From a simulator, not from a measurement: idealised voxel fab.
Title: Process Module voxel ribs on slabs
Cross-section cut: width 285 nm, square cells of 5 nm.
Cross-sections here: square-cell grids, written as top-down lists of bands, a band being one or more rows of cells.
The entry gives the band's vertical extent as a top height and a bottom height in nm, then its horizontal make-up as materials from left to right, each with a width in nm. "blank" stands for empty space; a single material marked "edge to edge" fills the band edge to edge.
Heads up on the height convention: 0 is the point under which the incoming wafer is all one material, and the lowest band has no bottom, it just keeps going down, like "0 and below".
Quick explanation for "30 to 40": the width changes in equal steps down the rows of cells, from the first number in the band's top row to the second number in its bottom row.
What does "all unchanged" mean for a step? It means no cell of the cross-section changed in that step.
Fully enclosed voids: empty space of 8 cells or more with no open way to the top, each as width x height at its distance from the left edge, in nm
after a step's settings: what the simulator itself notes on the step
You can add "overlay nm" to a step's line. For a step with a mask, it describes how far the mask lay to the right of its planned position, and a negative number describes a lay to the left.

[So here's the lineup of process steps we planned]
step 1: RECEIVE with material Si
step 2: DIRECTIONAL_DEP with material SiO2, thk nm 25
step 3: DIRECTIONAL_DEP with material SiN, thk nm 15
step 4: PATTERN with tone cover, mask id RIB, material resist, width nm 30, thk nm 15, overlay nm 0
step 5: DIRECTIONAL_ETCH with etch materials SiN, depth nm 10
step 6: STRIP with etch materials resist
step 7: MASKED_ETCH with tone cover, mask id SLAB, width nm 70, etch materials SiN, depth nm 5, overlay nm 0
step 8: FILL_DEP with material SiO2, thk nm 25
step 9: CMP with height nm 60
step 10: DIRECTIONAL_DEP with material TiN, thk nm 10
step 11: DIRECTIONAL_DEP with material aC, thk nm 10
step 12: PATTERN with tone cover, mask id HEATER, material resist, width nm 40, thk nm 30, overlay nm 0
step 13: DIRECTIONAL_ETCH with etch materials aC, depth nm 10
step 14: STRIP with etch materials resist
step 15: DIRECTIONAL_ETCH with etch materials TiN, depth nm 10
step 16: STRIP with etch materials aC
step 17: CONFORMAL_DEP with material SiN, thk nm 5

[Of two wafers, the first: run according to plan]

[Cross-section of the wafer upon arrival, representing the state reached after step 1]
> 0 and below | Si edge to edge
> Fully enclosed voids: none

[The wafer, seen in cross-section, after step 2]
> 25 down to 0 | SiO2 edge to edge
> Anything lower than 0 is untouched.

[The wafer, seen in cross-section, after step 3]
> 40 down to 25 | SiN edge to edge
> Anything lower than 25 is untouched.

[The wafer, seen in cross-section, after step 4]
> 55 down to 40 | blank=125 / resist=30 / blank=130
> Anything lower than 40 is untouched.

[The wafer, seen in cross-section, after step 5]
> 55 down to 40 | blank=125 / resist=30 / blank=130
> 40 down to 30 | blank=125 / SiN=30 / blank=130
> Anything lower than 30 is untouched.

[The wafer, seen in cross-section, after step 6]
> 40 down to 30 | blank=125 / SiN=30 / blank=130
> Anything lower than 30 is untouched.

[The wafer, seen in cross-section, after step 7]
> 40 down to 30 | blank=125 / SiN=30 / blank=130
> 30 down to 25 | blank=105 / SiN=70 / blank=110
> Anything lower than 25 is untouched.

[The wafer, seen in cross-section, after step 8]
> 65 down to 40 | SiO2 edge to edge
> 40 down to 30 | SiO2=125 / SiN=30 / SiO2=130
> 30 down to 25 | SiO2=105 / SiN=70 / SiO2=110
> Anything lower than 25 is untouched.

[The wafer, seen in cross-section, after step 9]
> 60 down to 40 | SiO2 edge to edge
> Anything lower than 40 is untouched.

[The wafer, seen in cross-section, after step 10]
> 70 down to 60 | TiN edge to edge
> Anything lower than 60 is untouched.

[The wafer, seen in cross-section, after step 11]
> 80 down to 70 | aC edge to edge
> Anything lower than 70 is untouched.

[The wafer, seen in cross-section, after step 12]
> 110 down to 80 | blank=120 / resist=40 / blank=125
> Anything lower than 80 is untouched.

[The wafer, seen in cross-section, after step 13]
> 100 down to 80 | blank=120 / resist=40 / blank=125
> 80 down to 70 | blank=120 / aC=40 / blank=125
> Anything lower than 70 is untouched.

[The wafer, seen in cross-section, after step 14]
> 80 down to 70 | blank=120 / aC=40 / blank=125
> Anything lower than 70 is untouched.

[The wafer, seen in cross-section, after step 15]
> 80 down to 70 | blank=120 / aC=40 / blank=125
> 70 down to 60 | blank=120 / TiN=40 / blank=125
> Anything lower than 60 is untouched.

[The wafer, seen in cross-section, after step 16]
> 70 down to 60 | blank=120 / TiN=40 / blank=125
> Anything lower than 60 is untouched.

[The wafer, seen in cross-section, after step 17]
> 75 down to 70 | blank=115 / SiN=50 / blank=120
> 70 down to 65 | blank=115 / SiN=5 / TiN=40 / SiN=5 / blank=120
> 65 down to 60 | SiN=120 / TiN=40 / SiN=125
> Anything lower than 60 is untouched.

[The second wafer was prepared from the same starting point and under the same plan as the first; its processing contained one mistake, and it remains indistinguishable from the first wafer up to and including step 1]

[Second wafer cross-section, taken as of the time the plan sets for step 2 to be done]
> 25 down to 0 | aC edge to edge
> Anything lower than 0 is untouched.

[Second wafer cross-section, taken as of the time the plan sets for step 3 to be done]
> 40 down to 25 | SiN edge to edge
> Anything lower than 25 is untouched.

[Second wafer cross-section, taken as of the time the plan sets for step 4 to be done]
> 55 down to 40 | blank=125 / resist=30 / blank=130
> Anything lower than 40 is untouched.

[Second wafer cross-section, taken as of the time the plan sets for step 5 to be done]
> 55 down to 40 | blank=125 / resist=30 / blank=130
> 40 down to 30 | blank=125 / SiN=30 / blank=130
> Anything lower than 30 is untouched.

[Second wafer cross-section, taken as of the time the plan sets for step 6 to be done]
> 40 down to 30 | blank=125 / SiN=30 / blank=130
> Anything lower than 30 is untouched.

[Second wafer cross-section, taken as of the time the plan sets for step 7 to be done]
> 40 down to 30 | blank=125 / SiN=30 / blank=130
> 30 down to 25 | blank=105 / SiN=70 / blank=110
> Anything lower than 25 is untouched.

[Second wafer cross-section, taken as of the time the plan sets for step 8 to be done]
> 65 down to 40 | SiO2 edge to edge
> 40 down to 30 | SiO2=125 / SiN=30 / SiO2=130
> 30 down to 25 | SiO2=105 / SiN=70 / SiO2=110
> Anything lower than 25 is untouched.

[Second wafer cross-section, taken as of the time the plan sets for step 9 to be done]
> 60 down to 40 | SiO2 edge to edge
> Anything lower than 40 is untouched.

[Second wafer cross-section, taken as of the time the plan sets for step 10 to be done]
> 70 down to 60 | TiN edge to edge
> Anything lower than 60 is untouched.

[Second wafer cross-section, taken as of the time the plan sets for step 11 to be done]
> 80 down to 70 | aC edge to edge
> Anything lower than 70 is untouched.

[Second wafer cross-section, taken as of the time the plan sets for step 12 to be done]
> 110 down to 80 | blank=120 / resist=40 / blank=125
> Anything lower than 80 is untouched.

[Second wafer cross-section, taken as of the time the plan sets for step 13 to be done]
> 100 down to 80 | blank=120 / resist=40 / blank=125
> 80 down to 70 | blank=120 / aC=40 / blank=125
> Anything lower than 70 is untouched.

[Second wafer cross-section, taken as of the time the plan sets for step 14 to be done]
> 80 down to 70 | blank=120 / aC=40 / blank=125
> Anything lower than 70 is untouched.

[Second wafer cross-section, taken as of the time the plan sets for step 15 to be done]
> 80 down to 70 | blank=120 / aC=40 / blank=125
> 70 down to 60 | blank=120 / TiN=40 / blank=125
> Anything lower than 60 is untouched.

[Second wafer cross-section, taken as of the time the plan sets for step 16 to be done]
> 70 down to 60 | blank=120 / TiN=40 / blank=125
> Anything lower than 60 is untouched.

[Second wafer cross-section, taken as of the time the plan sets for step 17 to be done]
> 75 down to 70 | blank=115 / SiN=50 / blank=120
> 70 down to 65 | blank=115 / SiN=5 / TiN=40 / SiN=5 / blank=120
> 65 down to 60 | SiN=120 / TiN=40 / SiN=125
> Anything lower than 60 is untouched.
Plan not followed: step 2 was run on a setting that differed from the plan, and what really ran there is DIRECTIONAL_DEP with material aC, thk nm 25
End of process, cell counts, second wafer against first, materials with more or fewer: SiO2 -285, aC +285
